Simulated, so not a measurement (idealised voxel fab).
You're looking at the process module voxel ribs on slabs.
Cross-section cut: width 140 nm, square cells of 5 nm.
Cross-section spec: square-cell grid; bands listed top down; each band is one or more rows. Look at the band entry: it leads with the top's height and the bottom's height in nm. Then it lists the materials left to right, with a width in nm for each. The word "throughout" on a single material says that material fills the band edge to edge. The word "blank" is empty space. Convention: height 0 is the level below which the wafer, as received, is all one material. The lowest band does not terminate at the bottom but continues downward, represented as "0 nm and below". Quick explanation for "30->40": the width changes in equal steps down the rows of cells, from the first number in the band's top row to the second number in its bottom row. Any step labelled "no modifications" changed none of the cells in the cross-section. The list in "Voids, fully enclosed" covers empty spaces of 8 cells or more that cannot reach the top through any open way, and it gives each as width x height at distance; the distance is from the left edge, and width, height and distance are in nm. Step line, after settings: the simulator's comment on this step. overlay nm: for a step with a mask, the amount by which the mask lay right of where it was planned; a negative amount means left of it.

### Planned process steps
1 RECEIVE [material Si]
2 DIRECTIONAL_DEP [material SiO2] [thk nm 30]
3 DIRECTIONAL_DEP [material SiN] [thk nm 20]
4 MASKED_ETCH [tone cover] [mask id RIB] [width nm 20] [etch materials SiN] [depth nm 5] [overlay nm 0]
5 PATTERN [tone cover] [mask id SLAB] [material resist] [width nm 50] [thk nm 15] [overlay nm 0]
6 DIRECTIONAL_ETCH [etch materials SiN] [depth nm 15]
7 STRIP [etch materials resist]
8 FILL_DEP [material SiO2] [thk nm 25]
9 CMP [height nm 65]
10 DIRECTIONAL_DEP [material W] [thk nm 10]
11 DIRECTIONAL_DEP [material aC] [thk nm 15]
12 PATTERN [tone cover] [mask id HEATER] [material resist] [width nm 30] [thk nm 35] [overlay nm 0]
13 DIRECTIONAL_ETCH [etch materials aC] [depth nm 15]
14 STRIP [etch materials resist]
15 DIRECTIONAL_ETCH [etch materials W] [depth nm 10]
16 STRIP [etch materials aC]
17 CONFORMAL_DEP [material SiN] [thk nm 5]

### Cross-section: wafer on arrival = after step 1
    0 nm and below | Si throughout
    Voids, fully enclosed: none

### What the wafer looks like in cross-section after this module, when it starts as shown above and follows the plan above but one mistake is made in running it
    80 nm to 75 nm | blank 50 nm, SiN 40 nm, blank 50 nm
    75 nm to 70 nm | blank 50 nm, SiN 5 nm, W 30 nm, SiN 5 nm, blank 50 nm
    70 nm to 65 nm | SiN 55 nm, W 30 nm, SiN 55 nm
    65 nm to 50 nm | SiO2 throughout
    50 nm to 45 nm | SiO2 60 nm, SiN 20 nm, SiO2 60 nm
    45 nm to 35 nm | SiO2 45 nm, SiN 50 nm, SiO2 45 nm
    35 nm to 30 nm | SiN throughout
    30 nm to 0 nm | SiO2 throughout
    0 nm and below | Si throughout
    Voids, fully enclosed: none
Against the plan, the run slipped here: step 6 changed vs plan, executed as DIRECTIONAL_ETCH [etch materials SiN] [depth nm 10]
